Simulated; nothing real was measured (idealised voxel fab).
The process module that follows is named voxel air gaps.
cross-section cut | 205 nm wide | cells 5 nm
A cross-section in this document is a grid of square cells, and it is written down as bands, the top band listed before the ones below it; a band is made up of one or more rows of cells. What a band's entry tells you: where the top is and where the bottom is, as heights in nm, and after that what lies inside, material by material from left to right, each with its width in nm. Empty space is written as the word "blank", and a single material marked with the word "all across" occupies the band from edge to edge. All heights in this document are referenced to 0, defined as the level beneath which the wafer, as received, consists entirely of one material. The lowest band is not bounded below; it extends indefinitely downward and is written in the form "0 down". Width spec "30->40" -> top row of cells at first value, bottom row at second value, equal per-row change in between. Step marked "nothing altered"? Then no cell in the cross-section changed in it. Fully enclosed voids: empty space of 8 cells or more with no open way to the top, each as width x height at its distance from the left edge, in nm. If you see something after the settings on a step's line, that's the simulator's own remark about that step. overlay nm: how far to the right of its planned place the mask lay on this masked step (negative: to the left).
INTENDED PROCESS STEPS
| 1 | RECEIVE,material Si |
| 2 | CONFORMAL_DEP,material SiO2,thk nm 10 |
| 3 | CONFORMAL_DEP,material SiN,thk nm 5 |
| 4 | DIRECTIONAL_DEP,material SiO2,thk nm 40 |
| 5 | PATTERN,tone open,mask id LINES,material resist,width nm 15,pitch nm 40,thk nm 20,overlay nm 0 |
| 6 | DIRECTIONAL_ETCH,etch materials SiO2,depth nm 40 |
| 7 | STRIP,etch materials resist |
| 8 | CONFORMAL_DEP,material TiN,thk nm 5 |
| 9 | FILL_DEP,material Cu,thk nm 5 |
| 10 | CMP,height nm 55 |
| 11 | EPI,material Ru,thk nm 10 |
| 12 | SELECTIVE_ETCH,etch materials SiO2,depth nm 50 |
| 13 | CONFORMAL_DEP,material SiN,thk nm 5 |
FIRST OF TWO WAFERS, PROCESSED ACCORDING TO PLAN
CROSS-SECTIONAL VIEW OF THE WAFER IN ITS AS-RECEIVED CONDITION, CORRESPONDING TO THE STATE AFTER STEP 1
	0 down: Si all across
	Fully enclosed voids: none
STEP 2 COMPLETE: CROSS-SECTION THROUGH THE WAFER
	10 to 0: SiO2 all across
	Below 0 it's all the same as before, nothing changed down there.
STEP 3 COMPLETE: CROSS-SECTION THROUGH THE WAFER
	15 to 10: SiN all across
	Below 10 it's all the same as before, nothing changed down there.
STEP 4 COMPLETE: CROSS-SECTION THROUGH THE WAFER
	55 to 15: SiO2 all across
	Below 15 it's all the same as before, nothing changed down there.
STEP 5 COMPLETE: CROSS-SECTION THROUGH THE WAFER
	75 to 55: resist (55); blank (15); resist (25); blank (15); resist (25); blank (15); resist (55)
	Below 55 it's all the same as before, nothing changed down there.
STEP 6 COMPLETE: CROSS-SECTION THROUGH THE WAFER
	75 to 55: resist (55); blank (15); resist (25); blank (15); resist (25); blank (15); resist (55)
	55 to 15: SiO2 (55); blank (15); SiO2 (25); blank (15); SiO2 (25); blank (15); SiO2 (55)
	Below 15 it's all the same as before, nothing changed down there.
STEP 7 COMPLETE: CROSS-SECTION THROUGH THE WAFER
	55 to 15: SiO2 (55); blank (15); SiO2 (25); blank (15); SiO2 (25); blank (15); SiO2 (55)
	Below 15 it's all the same as before, nothing changed down there.
STEP 8 COMPLETE: CROSS-SECTION THROUGH THE WAFER
	60 to 55: TiN (60); blank (5); TiN (35); blank (5); TiN (35); blank (5); TiN (60)
	55 to 20: SiO2 (55); TiN (5); blank (5); TiN (5); SiO2 (25); TiN (5); blank (5); TiN (5); SiO2 (25); TiN (5); blank (5); TiN (5); SiO2 (55)
	20 to 15: SiO2 (55); TiN (15); SiO2 (25); TiN (15); SiO2 (25); TiN (15); SiO2 (55)
	Below 15 it's all the same as before, nothing changed down there.
STEP 9 COMPLETE: CROSS-SECTION THROUGH THE WAFER
	65 to 60: Cu all across
	60 to 55: TiN (60); Cu (5); TiN (35); Cu (5); TiN (35); Cu (5); TiN (60)
	55 to 20: SiO2 (55); TiN (5); Cu (5); TiN (5); SiO2 (25); TiN (5); Cu (5); TiN (5); SiO2 (25); TiN (5); Cu (5); TiN (5); SiO2 (55)
	Below 20 it's all the same as before, nothing changed down there.
STEP 10 COMPLETE: CROSS-SECTION THROUGH THE WAFER
	55 to 20: SiO2 (55); TiN (5); Cu (5); TiN (5); SiO2 (25); TiN (5); Cu (5); TiN (5); SiO2 (25); TiN (5); Cu (5); TiN (5); SiO2 (55)
	Below 20 it's all the same as before, nothing changed down there.
STEP 11 COMPLETE: CROSS-SECTION THROUGH THE WAFER
	65 to 55: blank (45); Ru (35); blank (5); Ru (35); blank (5); Ru (35); blank (45)
	Below 55 it's all the same as before, nothing changed down there.
STEP 12 COMPLETE: CROSS-SECTION THROUGH THE WAFER
	65 to 55: blank (45); Ru (35); blank (5); Ru (35); blank (5); Ru (35); blank (45)
	55 to 20: blank (55); TiN (5); Cu (5); TiN (5); blank (25); TiN (5); Cu (5); TiN (5); blank (25); TiN (5); Cu (5); TiN (5); blank (55)
	20 to 15: blank (55); TiN (15); blank (25); TiN (15); blank (25); TiN (15); blank (55)
	Below 15 it's all the same as before, nothing changed down there.
STEP 13 COMPLETE: CROSS-SECTION THROUGH THE WAFER
	70 to 65: blank (40); SiN (125); blank (40)
	65 to 55: blank (40); SiN (5); Ru (35); SiN (5); Ru (35); SiN (5); Ru (35); SiN (5); blank (40)
	55 to 50: blank (40); SiN (15); TiN (5); Cu (5); TiN (5); SiN (25); TiN (5); Cu (5); TiN (5); SiN (25); TiN (5); Cu (5); TiN (5); SiN (15); blank (40)
	50 to 20: blank (50); SiN (5); TiN (5); Cu (5); TiN (5); SiN (5); blank (15); SiN (5); TiN (5); Cu (5); TiN (5); SiN (5); blank (15); SiN (5); TiN (5); Cu (5); TiN (5); SiN (5); blank (50)
	20 to 15: SiN (55); TiN (15); SiN (25); TiN (15); SiN (25); TiN (15); SiN (55)
	Below 15 it's all the same as before, nothing changed down there.
	Fully enclosed voids: 15 x 30 at 75; 15 x 30 at 115
NOW THE OTHER WAFER: SAME START, SAME RECIPE, BUT WE MESSED UP ONE THING WHEN RUNNING IT. UP TO AND INCLUDING STEP 12 IT'S THE SAME AS THE FIRST ONE
SECOND WAFER PROFILE IN SECTION, AT THE MOMENT STEP 13 OF THE PLAN WAS MEANT TO BE COMPLETE
	70 to 65: blank (40); SiO2 (125); blank (40)
	65 to 55: blank (40); SiO2 (5); Ru (35); SiO2 (5); Ru (35); SiO2 (5); Ru (35); SiO2 (5); blank (40)
	55 to 50: blank (40); SiO2 (15); TiN (5); Cu (5); TiN (5); SiO2 (25); TiN (5); Cu (5); TiN (5); SiO2 (25); TiN (5); Cu (5); TiN (5); SiO2 (15); blank (40)
	50 to 20: blank (50); SiO2 (5); TiN (5); Cu (5); TiN (5); SiO2 (5); blank (15); SiO2 (5); TiN (5); Cu (5); TiN (5); SiO2 (5); blank (15); SiO2 (5); TiN (5); Cu (5); TiN (5); SiO2 (5); blank (50)
	20 to 15: SiO2 (55); TiN (15); SiO2 (25); TiN (15); SiO2 (25); TiN (15); SiO2 (55)
	Below 15 it's all the same as before, nothing changed down there.
	Fully enclosed voids: 15 x 30 at 75; 15 x 30 at 115
Processing error: step 13 ran differently from the plan; actual operation with settings: CONFORMAL_DEP,material SiO2,thk nm 5
Counted in cells at the end, the second wafer holds more or fewer of these materials than the first: SiN: 117 fewer; SiO2: 117 more
